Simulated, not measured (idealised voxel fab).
Process module heading - voxel self aligned vias
Shown is cross-section cut, with a width of 265 nm and square cells of size 5 nm.
A cross-section is a grid of square cells, given in bands from the top down. A band is one or more rows of cells. Within each band entry, the heights of the top and of the bottom of the band appear first, in that order and in nm; the materials of the band then follow from left to right, each with its corresponding width in nm. The designation "full width" on a single material indicates that it fills the band from edge to edge; the designation "blank" indicates empty space. The level at which height equals 0 is the one under which the wafer, as it arrives, is entirely one material. No lower edge exists for the bottom band, which continues downward and is notated as in "0 nm and below". Graded width ("30->40"): value in top row of band = first number; value in bottom row = second number; row-to-row change constant. Reading "remains unaltered" for a step: not a cell of the cross-section changed in it. The entry "Enclosed cavity list" lists the empty spaces that cover at least 8 cells and have no open path to the top. Each is written as width x height at distance, where the distance is measured from the left edge and all three values are in nm. It should be noted that, on the line of a given step, the content following the step's settings is a remark produced by the simulator itself with respect to that step. The setting "overlay nm" may be written on the line of a step. When the step uses a mask, the value reports how far to the right of the planned place the mask lay, and a negative value reports that it lay to the left.
BELOW IS THE LIST OF PLANNED PROCESS STEPS
1) RECEIVE: material Si
2) CONFORMAL_DEP: material SiO2, thk nm 10
3) CONFORMAL_DEP: material SiCN, thk nm 5
4) DIRECTIONAL_DEP: material lowk, thk nm 25
5) MASKED_ETCH: tone open, mask id LINES, width nm 25, pitch nm 65, etch materials lowk, depth nm 25, overlay nm 0
6) CONFORMAL_DEP: material TiN, thk nm 5
7) FILL_DEP: material W, thk nm 5
8) CMP: height nm 40
9) SELECTIVE_ETCH: etch materials W Ru TiN, depth nm 10
10) FILL_DEP: material SiN, thk nm 10
11) CMP: height nm 40
12) DIRECTIONAL_DEP: material lowk, thk nm 15
13) DIRECTIONAL_DEP: material aC, thk nm 15
14) PATTERN: tone open, mask id VIAS, material resist, width nm 35, pitch nm 130, thk nm 30, overlay nm 0
15) DIRECTIONAL_ETCH: etch materials aC, depth nm 15
16) STRIP: etch materials resist
17) DIRECTIONAL_ETCH: etch materials lowk, depth nm 15
18) DIRECTIONAL_ETCH: etch materials SiN, depth nm 10
19) STRIP: etch materials aC
20) CONFORMAL_DEP: material TiN, thk nm 5
21) FILL_DEP: material Cu, thk nm 5
22) CMP: height nm 55
23) CONFORMAL_DEP: material SiCN, thk nm 5
AS-RECEIVED STATE OF THE WAFER IN CROSS-SECTION, EQUIVALENT TO POST-STEP 1
* 0 nm and below | Si full width
* Enclosed cavity list: none
FIRST WAFER OF TWO, SECTIONED AT END OF MODULE; RUN WENT PER PLAN
* 60 nm to 55 nm | SiCN full width
* 55 nm to 45 nm | 50 nm lowk | 5 nm TiN | 25 nm Cu | 5 nm TiN | 95 nm lowk | 5 nm TiN | 25 nm Cu | 5 nm TiN | 50 nm lowk
* 45 nm to 40 nm | 50 nm lowk | 10 nm TiN | 15 nm Cu | 10 nm TiN | 95 nm lowk | 10 nm TiN | 15 nm Cu | 10 nm TiN | 50 nm lowk
* 40 nm to 35 nm | 55 nm lowk | 5 nm TiN | 15 nm Cu | 5 nm TiN | 40 nm lowk | 25 nm SiN | 40 nm lowk | 5 nm TiN | 15 nm Cu | 5 nm TiN | 55 nm lowk
* 35 nm to 30 nm | 55 nm lowk | 25 nm TiN | 40 nm lowk | 25 nm SiN | 40 nm lowk | 25 nm TiN | 55 nm lowk
* 30 nm to 20 nm | 55 nm lowk | 5 nm TiN | 15 nm W | 5 nm TiN | 40 nm lowk | 5 nm TiN | 15 nm W | 5 nm TiN | 40 nm lowk | 5 nm TiN | 15 nm W | 5 nm TiN | 55 nm lowk
* 20 nm to 15 nm | 55 nm lowk | 25 nm TiN | 40 nm lowk | 25 nm TiN | 40 nm lowk | 25 nm TiN | 55 nm lowk
* 15 nm to 10 nm | SiCN full width
* 10 nm to 0 nm | SiO2 full width
* 0 nm and below | Si full width
* Enclosed cavity list: none
WHAT THE SECOND WAFER LOOKS LIKE IN CROSS-SECTION ONCE THE MODULE IS DONE. ITS START AND ITS PLAN MATCHED THE FIRST WAFER'S EXACTLY; WHAT DIFFERED WAS ONE MISTAKE IN HOW IT WAS RUN
* 60 nm to 55 nm | SiCN full width
* 55 nm to 40 nm | 50 nm lowk | 5 nm TiN | 25 nm Cu | 5 nm TiN | 95 nm lowk | 5 nm TiN | 25 nm Cu | 5 nm TiN | 50 nm lowk
* 40 nm to 35 nm | 50 nm lowk | 5 nm TiN | 25 nm Cu | 5 nm TiN | 35 nm lowk | 25 nm SiN | 35 nm lowk | 5 nm TiN | 25 nm Cu | 5 nm TiN | 50 nm lowk
* 35 nm to 30 nm | 50 nm lowk | 35 nm TiN | 35 nm lowk | 25 nm SiN | 35 nm lowk | 35 nm TiN | 50 nm lowk
* 30 nm to 20 nm | 50->55 nm lowk | 10->5 nm TiN | 15 nm W | 10->5 nm TiN | 35->40 nm lowk | 5 nm TiN | 15 nm W | 5 nm TiN | 35->40 nm lowk | 10->5 nm TiN | 15 nm W | 10->5 nm TiN | 50->55 nm lowk
* 20 nm to 15 nm | 55 nm lowk | 25 nm TiN | 40 nm lowk | 25 nm TiN | 40 nm lowk | 25 nm TiN | 55 nm lowk
* 15 nm to 10 nm | SiCN full width
* 10 nm to 0 nm | SiO2 full width
* 0 nm and below | Si full width
* Enclosed cavity list: none
Error vs. plan: step 17 in the plan was executed twice
Final wafer comparison in cells, second versus first, more or fewer per material: 8 more of Cu, 4 more of TiN, 12 fewer of lowk
